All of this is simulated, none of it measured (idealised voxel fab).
Proc. module: voxel quadruple lines
The cross-section on display is named cut; it measures 265 nm wide, and its cells are 5 nm squares.
Notation: cross-section as square-cell grid; stated in bands, top first, going down; one or more cell rows per band. It is stipulated that each band's entry specify, in nanometres, the height of the top of the band and then that of its bottom, followed by the materials of the band in left-to-right sequence, each together with its width in nanometres. A single material marked by the word "everywhere" is understood to fill the band from edge to edge; the word "empty" is understood to denote empty space. Below 0: as-received wafer, all one material; heights counted from there. Lowest band: no bottom, goes on down, written "0 -> down". Note: "30..40" means the width goes from the first number (top row of the band) to the second number (bottom row) in equal steps per row of cells. Basically "stayed the same" means that step didn't change any cell in the cross-section. So "Fully enclosed voids" is basically the list of trapped voids: any empty space of 8 cells or more that can't reach the top through an opening. They're written width x height at distance, the distance being from the left edge, and it's all nm. Text after the settings on a step's line: the simulator's own remark on that step. "overlay nm", when on a step's line for a step with a mask, measures how far to the right of its planned place the mask lay; a negative measure means to the left.

**plan**
1 RECEIVE with material Si
2 CONFORMAL_DEP with material SiO2, thk nm 5
3 DIRECTIONAL_DEP with material TiN, thk nm 10
4 DIRECTIONAL_DEP with material polySi, thk nm 15
5 DIRECTIONAL_DEP with material aC, thk nm 25
6 PATTERN with tone cover, mask id MANDREL, material resist, width nm 15, pitch nm 80, thk nm 30, overlay nm 0
7 DIRECTIONAL_ETCH with etch materials aC, depth nm 25
8 STRIP with etch materials resist
9 CONFORMAL_DEP with material SiO2, thk nm 15
10 DIRECTIONAL_ETCH with etch materials SiO2, depth nm 15
11 STRIP with etch materials aC
12 DIRECTIONAL_ETCH with etch materials polySi, depth nm 15
13 STRIP with etch materials SiO2
14 CONFORMAL_DEP with material SiCN, thk nm 5
15 DIRECTIONAL_ETCH with etch materials SiCN, depth nm 5
16 STRIP with etch materials polySi
17 DIRECTIONAL_ETCH with etch materials TiN, depth nm 10
18 STRIP with etch materials SiCN
The wafers in this document start out alike and differ in the width nm applied at step 6; the plan shows the value used for the first wafer.

**Cross-section of the first incoming wafer of several, state after step 1**
- 0 -> down  Si everywhere
- Fully enclosed voids: none

**first wafer at the end, after step 18**
- 15 -> 5  empty=65, then TiN=5, then empty=15, then TiN=5, then empty=5, then TiN=5, then empty=15, then TiN=5, then empty=25, then TiN=5, then empty=15, then TiN=5, then empty=5, then TiN=5, then empty=15, then TiN=5, then empty=65
- 5 -> 0  SiO2 everywhere
- 0 -> down  Si everywhere
- Fully enclosed voids: none

**So this is the cross-section on the last wafer at the end of the module**
- 15 -> 5  empty=55, then TiN=5, then empty=15, then TiN=5, then empty=30, then TiN=5, then empty=15, then TiN=10, then empty=15, then TiN=5, then empty=30, then TiN=5, then empty=15, then TiN=5, then empty=50
- 5 -> 0  SiO2 everywhere
- 0 -> down  Si everywhere
- Fully enclosed voids: none

**Basically each wafer gets a line in the table, showing it at the end of the module: material by material, the cells it gained (+) or lost (-) since we got it, then its closed voids**
width nm 15, +53 SiO2, +16 TiN, Fully enclosed voids: none
width nm 20, +53 SiO2, +16 TiN, Fully enclosed voids: none
width nm 25, +53 SiO2, +16 TiN, Fully enclosed voids: none
width nm 30, +53 SiO2, +16 TiN, Fully enclosed voids: none
width nm 35, +53 SiO2, +16 TiN, Fully enclosed voids: none
width nm 40, +53 SiO2, +16 TiN, Fully enclosed voids: none
